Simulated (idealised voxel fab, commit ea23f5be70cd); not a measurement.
This section sets out a process module, namely voxel ribs on slabs.
Each square cell in cross-section cut measures 5 nm, and the section as a whole is 200 nm wide.
The cross-sections in this document take the form of a grid made of square cells. They are written out as bands, in order from top to bottom. Each band consists of one or more rows of cells.
This entry defines a band. It first specifies the height of the band's top and the height of its bottom in nm, and then specifies the band's materials from left to right, stating each material with its width in nm. The word "throughout" identifies a single material that fills the band from edge to edge, while the word "empty" identifies empty space.
Heads up on the height convention: 0 is the point under which the incoming wafer is all one material, and the lowest band has no bottom, it just keeps going down, like "0 -> down".
It should be noted that a width expressed as "30 to 40" varies in equal increments from row to row of cells within the band, taking the value of the first number at the top row and that of the second number at the bottom row.
"nothing changed" (step): cross-section cells unchanged, all of them.
Voids not open to the top, 8 cells minimum: see "Sealed void listing". Written width x height at distance; distance is from the left edge; nm.
What comes after the settings on a step's line is commentary from the simulator itself on that step.
overlay nm, on a step with a mask: how far to the right of its planned place the mask lay; to the left if negative

List of planned process steps
| 1 | RECEIVE: material Si |
| 2 | DIRECTIONAL_DEP: material SiO2, thk nm 25 |
| 3 | DIRECTIONAL_DEP: material polySi, thk nm 25 |
| 4 | PATTERN: tone cover, mask id RIB, material resist, width nm 15, thk nm 15, overlay nm 0 |
| 5 | DIRECTIONAL_ETCH: etch materials polySi, depth nm 15 |
| 6 | STRIP: etch materials resist |
| 7 | PATTERN: tone cover, mask id SLAB, material resist, width nm 45, thk nm 20, overlay nm 0 |
| 8 | DIRECTIONAL_ETCH: etch materials polySi, depth nm 10 |
| 9 | STRIP: etch materials resist |
| 10 | FILL_DEP: material SiO2, thk nm 25 |
| 11 | CMP: height nm 70 |
| 12 | DIRECTIONAL_DEP: material W, thk nm 5 |
| 13 | DIRECTIONAL_DEP: material aC, thk nm 10 |
| 14 | PATTERN: tone cover, mask id HEATER, material resist, width nm 25, thk nm 25, overlay nm 0 |
| 15 | DIRECTIONAL_ETCH: etch materials aC, depth nm 10 |
| 16 | STRIP: etch materials resist |
| 17 | DIRECTIONAL_ETCH: etch materials W, depth nm 5 |
| 18 | STRIP: etch materials aC |
| 19 | CONFORMAL_DEP: material SiN, thk nm 5 |

Wafer at receipt (post step 1), cross-section
  0 -> down | Si throughout
  Sealed void listing: none

End state of the module in cross-section, given the above starting point and plan and one mistake in execution
  80 -> 75 | 75 nm empty | 45 nm SiN | 80 nm empty
  75 -> 70 | 80 nm SiN | 35 nm W | 85 nm SiN
  70 -> 50 | SiO2 throughout
  50 -> 35 | 90 nm SiO2 | 15 nm polySi | 95 nm SiO2
  35 -> 25 | 75 nm SiO2 | 45 nm polySi | 80 nm SiO2
  25 -> 0 | SiO2 throughout
  0 -> down | Si throughout
  Sealed void listing: none
what went wrong: step 14 went in with a setting other than planned; the actual run was PATTERN: tone cover, mask id HEATER, material resist, width nm 35, thk nm 25, overlay nm 0
